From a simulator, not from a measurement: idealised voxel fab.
Process module name: voxel trench capacitor
Section shown: cut. Width: 210 nm. Cell size: 5 nm, square.
If you're reading a cross-section in this doc, picture square cells in a grid; it comes to you as bands, top ones listed first down to the bottom, and a band can be one or more rows of cells.
Band entry format. Leading values: height of top, height of bottom, nm. Remainder: materials in left-to-right order, each with its width in nm. Special words: "full width" on a single material, which then fills the band edge to edge; "air", empty space.
We count height from 0. Below that, the starting wafer is all one material. The lowest band never ends at the bottom but goes on down; see "from 0 down" for how that is written.
Note: "30 to 40" means the width goes from the first number (top row of the band) to the second number (bottom row) in equal steps per row of cells.
"stayed the same" for a step: no cell of the cross-section changed in that step.
"Sealed void listing" specifies each empty space that is not open to the top and that occupies no fewer than 8 cells, using the form width x height at distance, the distance measured from the left edge and all three quantities in nm.
Note: text after step settings on the step line = simulator remark on that step.
"overlay nm" denotes, for a step that has a mask, the displacement of the mask to the right of its planned place, with negative values corresponding to the left.
**The planned process steps are enumerated hereunder**
- 1: RECEIVE [material Si]
- 2: CONFORMAL_DEP [material SiN] [thk nm 10]
- 3: DIRECTIONAL_DEP [material aC] [thk nm 10]
- 4: PATTERN [tone open] [mask id TRENCH] [material resist] [width nm 25] [pitch nm 50] [thk nm 25] [overlay nm 0]
- 5: DIRECTIONAL_ETCH [etch materials aC] [depth nm 10]
- 6: STRIP [etch materials resist]
- 7: DIRECTIONAL_ETCH [etch materials SiN] [depth nm 10]
- 8: DIRECTIONAL_ETCH [etch materials Si] [depth nm 30]
- 9: STRIP [etch materials aC]
- 10: CONFORMAL_DEP [material SiO2] [thk nm 5]
- 11: FILL_DEP [material polySi] [thk nm 5]
- 12: CMP [height nm 10]
**Incoming wafer in cross-section (state: after step 1)**
	from 0 down: Si full width
	Sealed void listing: none
**Cross-sectional result after module completion. Note: starting condition and plan are unchanged from above; one processing mistake was made**
	from 10 to 0: SiN: 15, SiO2: 5, polySi: 15, SiO2: 5, SiN: 25, SiO2: 5, polySi: 15, SiO2: 5, SiN: 25, SiO2: 5, polySi: 15, SiO2: 5, SiN: 25, SiO2: 5, polySi: 15, SiO2: 5, SiN: 20
	from 0 to -55: Si: 15, SiO2: 5, polySi: 15, SiO2: 5, Si: 25, SiO2: 5, polySi: 15, SiO2: 5, Si: 25, SiO2: 5, polySi: 15, SiO2: 5, Si: 25, SiO2: 5, polySi: 15, SiO2: 5, Si: 20
	from -55 to -60: Si: 15, SiO2: 25, Si: 25, SiO2: 25, Si: 25, SiO2: 25, Si: 25, SiO2: 25, Si: 20
	from -60 down: Si full width
	Sealed void listing: none
Which mistake was made when the wafer was run? regarding the plan, step 8 was run twice
